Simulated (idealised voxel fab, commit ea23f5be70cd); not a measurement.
Name of the process module below: voxel gate over fins
FYI the section here is cut, 230 nm wide, cells are 5 nm squares.
When this document writes out a cross-section, it uses a grid of square cells and lists it as bands, beginning at the top and moving down, with a band standing for one or more rows of cells.
Per band: top height and bottom height in nm, followed by the left-to-right materials and their widths in nm; "edge to edge" marks a single material spanning edge to edge, "air" marks empty space.
A quick word on heights: they are counted from 0, and under that level the wafer as it came to us is one material throughout. The lowest band is different from the rest in having no bottom; it simply continues downward, written as in "0 -> down".
Width "30..40": first value at the band's top row of cells, second value at its bottom row, equal change from row to row.
Step marked "nothing was modified"? Then no cell in the cross-section changed in it.
Basically, "Trapped void list" tells you about the enclosed voids: empty spaces with no open way to the top, 8 cells or bigger, each written width x height at distance, where distance is from the left edge, all in nm.
It should be noted that, on the line of a given step, the content following the step's settings is a remark produced by the simulator itself with respect to that step.
The "overlay nm" setting may appear on a step's line; for a step that uses a mask, it gives how far to the right of its planned position the mask lay, and a negative value indicates the left.

Steps in the process plan
1 RECEIVE: material Si
2 CONFORMAL_DEP: material SiN, thk nm 10
3 PATTERN: tone cover, mask id FINS, material resist, width nm 15, pitch nm 40, thk nm 15, overlay nm 0
4 DIRECTIONAL_ETCH: etch materials SiN, depth nm 10
5 DIRECTIONAL_ETCH: etch materials Si, depth nm 40
6 STRIP: etch materials resist
7 OXIDIZE: depth nm 5
8 FILL_DEP: material SiO2, thk nm 15
9 CMP: height nm 10
10 SELECTIVE_ETCH: etch materials SiO2, depth nm 20
11 STRIP: etch materials SiN
12 CONFORMAL_DEP: material HfO2, thk nm 5
13 CONFORMAL_DEP: material TiN, thk nm 5
14 CONFORMAL_DEP: material TiAl, thk nm 5
15 CONFORMAL_DEP: material TiN, thk nm 5
16 FILL_DEP: material W, thk nm 10
17 CMP: height nm 25
18 CONFORMAL_DEP: material SiCN, thk nm 5

Cross-section of the wafer upon arrival, representing the state reached after step 1
0 -> down = Si edge to edge
Trapped void list: none

Looking at the first of two wafers in cross-section at end of module - ran to plan
30 -> 25 = SiCN edge to edge
25 -> 20 = W edge to edge
20 -> 15 = W (50) | TiN (125) | W (55)
15 -> 10 = W (50) | TiN (5) | TiAl (35) | TiN (5) | TiAl (35) | TiN (5) | TiAl (35) | TiN (5) | W (55)
10 -> 5 = TiN (55) | TiAl (5) | TiN (25) | TiAl (5) | TiN (5) | TiAl (5) | TiN (25) | TiAl (5) | TiN (5) | TiAl (5) | TiN (25) | TiAl (5) | TiN (60)
5 -> 0 = TiAl (60) | TiN (5) | HfO2 (15) | TiN (5) | TiAl (15) | TiN (5) | HfO2 (15) | TiN (5) | TiAl (15) | TiN (5) | HfO2 (15) | TiN (5) | TiAl (65)
0 -> -5 = TiN (65) | HfO2 (5) | Si (5) | HfO2 (5) | TiN (25) | HfO2 (5) | Si (5) | HfO2 (5) | TiN (25) | HfO2 (5) | Si (5) | HfO2 (5) | TiN (70)
-5 -> -10 = HfO2 (70) | Si (5) | HfO2 (35) | Si (5) | HfO2 (35) | Si (5) | HfO2 (75)
-10 -> -45 = SiO2 (70) | Si (5) | SiO2 (35) | Si (5) | SiO2 (35) | Si (5) | SiO2 (75)
-45 -> down = Si edge to edge
Trapped void list: none

Same start, same plan as the first wafer - but one mistake in the run. Cross-section of the second of the two at the end of the module
30 -> 25 = SiCN edge to edge
25 -> 20 = W edge to edge
20 -> 15 = W (45) | TiN (135) | W (50)
15 -> 10 = W (45) | TiN (5) | TiAl (125) | TiN (5) | W (50)
10 -> 5 = TiN (50) | TiAl (5) | TiN (35) | TiAl (5) | TiN (35) | TiAl (5) | TiN (35) | TiAl (5) | TiN (55)
5 -> 0 = TiAl (55) | TiN (5) | HfO2 (25) | TiN (5) | TiAl (5) | TiN (5) | HfO2 (25) | TiN (5) | TiAl (5) | TiN (5) | HfO2 (25) | TiN (5) | TiAl (60)
0 -> -5 = TiN (60) | HfO2 (5) | Si (15) | HfO2 (5) | TiN (15) | HfO2 (5) | Si (15) | HfO2 (5) | TiN (15) | HfO2 (5) | Si (15) | HfO2 (5) | TiN (65)
-5 -> -10 = HfO2 (65) | Si (15) | HfO2 (25) | Si (15) | HfO2 (25) | Si (15) | HfO2 (70)
-10 -> -45 = SiO2 (65) | Si (15) | SiO2 (25) | Si (15) | SiO2 (25) | Si (15) | SiO2 (70)
-45 -> down = Si edge to edge
Trapped void list: none
Processing error: so step 3 ended up running with a different setting than we planned, it ran as PATTERN: tone cover, mask id FINS, material resist, width nm 25, pitch nm 40, thk nm 15, overlay nm 0
The final cell counts differ between the wafers, with the second having more or fewer of some materials than the first: Si +54, SiO2 -42, TiAl -4, TiN -4, W -4
